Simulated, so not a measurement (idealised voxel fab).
process module | voxel transistor to metal
cross-section cut | 295 nm wide | cells 5 nm
A cross-section is a grid of square cells, given in bands from the top down. A band is one or more rows of cells.
Each band's line starts with the height of the band's top and of its bottom, in nm. Then come its materials from left to right, each with its width in nm. One material with "throughout" fills the band from edge to edge. "air" is empty space.
Height 0 is the level under which the wafer as received is all one material. The lowest band goes on downwards, as in "0 down".
A width such as "30 to 40" changes by the same amount from each row of cells to the next, from the band's top row to its bottom row.
"no change" after a step means that no cell of the cross-section changed.
closed voids: empty space of 8 cells or more with no open way to the top, each as width x height at its distance from the left edge, in nm
after a step's settings: what the simulator itself notes on the step
overlay nm, on a step with a mask: how far to the right of its planned place the mask lay; to the left if negative
Each pair below shows a cross-section before one step and the cross-section after it, down to the lowest band that changed. The line under each pair gives the step between them, with its settings. The pairs can come from different runs of this module on the same starting wafer, so a pair continues from the pair above only where its "before" says so.
before
  90 to 80: aC 25 | air 20 | aC 60 | air 20 | aC 40 | air 20 | aC 60 | air 20 | aC 30
  80 to 60: SiO2 25 | air 20 | SiO2 60 | air 20 | SiO2 40 | air 20 | SiO2 60 | air 20 | SiO2 30
  60 to 55: SiCN 25 | air 20 | SiCN 60 | air 20 | SiCN 40 | air 20 | SiCN 60 | air 20 | SiCN 30
  55 to 45: SiO2 25 | TiN 5 | Ru 10 | TiN 5 | SiO2 60 | TiN 5 | Ru 10 | TiN 5 | SiO2 40 | TiN 5 | Ru 10 | TiN 5 | SiO2 60 | TiN 5 | Ru 10 | TiN 5 | SiO2 30
  45 to 40: SiO2 25 | TiN 20 | SiO2 60 | TiN 20 | SiO2 40 | TiN 20 | SiO2 60 | TiN 20 | SiO2 30
  40 to 35: SiCN 65 | SiO2 5 | SiN 10 | SiO2 5 | SiCN 120 | SiO2 5 | SiN 10 | SiO2 5 | SiCN 70
  35 to 30: polySi 15 | SiCN 50 | SiO2 5 | SiN 10 | SiO2 5 | SiCN 50 | polySi 20 | SiCN 50 | SiO2 5 | SiN 10 | SiO2 5 | SiCN 50 | polySi 20
  30 to 5: polySi throughout
  5 to 0: SiO2 15 | polySi 120 | SiO2 20 | polySi 120 | SiO2 20
  0 to -5: SiO2 throughout
  -5 to -20: SiO2 20 | Si 110 | SiO2 30 | Si 110 | SiO2 25
  -20 down: Si throughout
  closed voids: none
after
  80 to 60: SiO2 25 | air 20 | SiO2 60 | air 20 | SiO2 40 | air 20 | SiO2 60 | air 20 | SiO2 30
  below 60: unchanged
  closed voids: none
the step between: op STRIP | etch materials aC
before: the cross-section after the pair above
after
  85 to 80: TiN 30 | air 10 | TiN 70 | air 10 | TiN 50 | air 10 | TiN 70 | air 10 | TiN 35
  80 to 60: SiO2 25 | TiN 5 | air 10 | TiN 5 | SiO2 60 | TiN 5 | air 10 | TiN 5 | SiO2 40 | TiN 5 | air 10 | TiN 5 | SiO2 60 | TiN 5 | air 10 | TiN 5 | SiO2 30
  60 to 55: SiCN 25 | TiN 20 | SiCN 60 | TiN 20 | SiCN 40 | TiN 20 | SiCN 60 | TiN 20 | SiCN 30
  below 55: unchanged
  closed voids: none
the step between: op CONFORMAL_DEP | material TiN | thk nm 5
before: the cross-section after the pair above
after
  90 to 85: Cu throughout
  85 to 80: TiN 30 | Cu 10 | TiN 70 | Cu 10 | TiN 50 | Cu 10 | TiN 70 | Cu 10 | TiN 35
  80 to 60: SiO2 25 | TiN 5 | Cu 10 | TiN 5 | SiO2 60 | TiN 5 | Cu 10 | TiN 5 | SiO2 40 | TiN 5 | Cu 10 | TiN 5 | SiO2 60 | TiN 5 | Cu 10 | TiN 5 | SiO2 30
  below 60: unchanged
  closed voids: none
the step between: op FILL_DEP | material Cu | thk nm 5
before: the cross-section after the pair above
after
  80 to 60: SiO2 25 | TiN 5 | Cu 10 | TiN 5 | SiO2 60 | TiN 5 | Cu 10 | TiN 5 | SiO2 40 | TiN 5 | Cu 10 | TiN 5 | SiO2 60 | TiN 5 | Cu 10 | TiN 5 | SiO2 30
  below 60: unchanged
  closed voids: none
the step between: op CMP | height nm 80
before: the cross-section after the pair above
after
  85 to 80: SiCN throughout
  below 80: unchanged
  closed voids: none
the step between: op CONFORMAL_DEP | material SiCN | thk nm 5
